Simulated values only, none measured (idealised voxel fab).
Presented below is a process module, voxel released beams.
Cross-sectional view cut (width: 285 nm; square cell size: 5 nm).
For the purposes of this document, a cross-section shall be understood as a grid of square cells, specified as bands listed in top-to-bottom order, each band consisting of one or more rows of cells. First you get the band's top height and its bottom height, in nm, and then the materials it's made of, left to right, with each width in nm. If you see a single material with "full width", that one covers the band edge to edge. "blank" is empty space. Where do heights start? At 0: under that level the wafer as delivered is made of one material only. And the lowest band has no floor; it just carries on downward, as in "0 nm and below". A two-number width, for instance "30..40", indicates that the width is equal to the first number in the top row of the band and to the second number in the bottom row, and that it changes by a constant amount per row of cells. Step note "changes: none" = no cross-section cell changed. "Closed internal cavities" contains a list of empty spaces, each no smaller than 8 cells and without an open way to the top, written in the form width x height at distance with the distance from the left edge and all three in nm. Note: text after step settings on the step line = simulator remark on that step. overlay nm: mask offset rightward from planned place, masked step; negative means leftward offset.

## Below is the list of planned process steps
1,RECEIVE: material Si
2,CONFORMAL_DEP: material Al2O3, thk nm 5
3,DIRECTIONAL_DEP: material SiO2, thk nm 10
4,PATTERN: tone open, mask id ANCHOR, material resist, width nm 35, thk nm 15, overlay nm 0
5,DIRECTIONAL_ETCH: etch materials SiO2, depth nm 20
6,STRIP: etch materials resist
7,CONFORMAL_DEP: material W, thk nm 15
8,MASKED_ETCH: tone cover, mask id BEAM, width nm 95, etch materials W, depth nm 15, overlay nm 0
9,STRIP: etch materials SiO2
Split variable: thk nm, step 3. Plan value = first wafer. Wafers start alike.

## The first of several wafers in cross-section, exactly as it reached us after step 1
	0 nm and below: Si full width
	Closed internal cavities: none

## The first of several wafers, seen in cross-section after the module's last step, step 9
	30 nm to 20 nm: blank: 90  W: 20  blank: 5  W: 70  blank: 100
	20 nm to 15 nm: blank: 90  W: 95  blank: 100
	15 nm to 5 nm: blank: 95  W: 35  blank: 155
	5 nm to 0 nm: Al2O3 full width
	0 nm and below: Si full width
	Closed internal cavities: none

## Cross-sectional view, end of module, last wafer of several
	5 nm to 0 nm: Al2O3 full width
	0 nm and below: Si full width
	Closed internal cavities: none

## each wafer at the end: cells of each material gained (+) or lost (-) since it was received, then its closed voids
thk nm 10; +57 Al2O3; +69 W; Closed internal cavities: none
thk nm 15; +57 Al2O3; +75 W; Closed internal cavities: none
thk nm 20; +57 Al2O3; +81 W; Closed internal cavities: none
thk nm 25; +57 Al2O3; Closed internal cavities: none
thk nm 30; +57 Al2O3; Closed internal cavities: none
thk nm 35; +57 Al2O3; Closed internal cavities: none
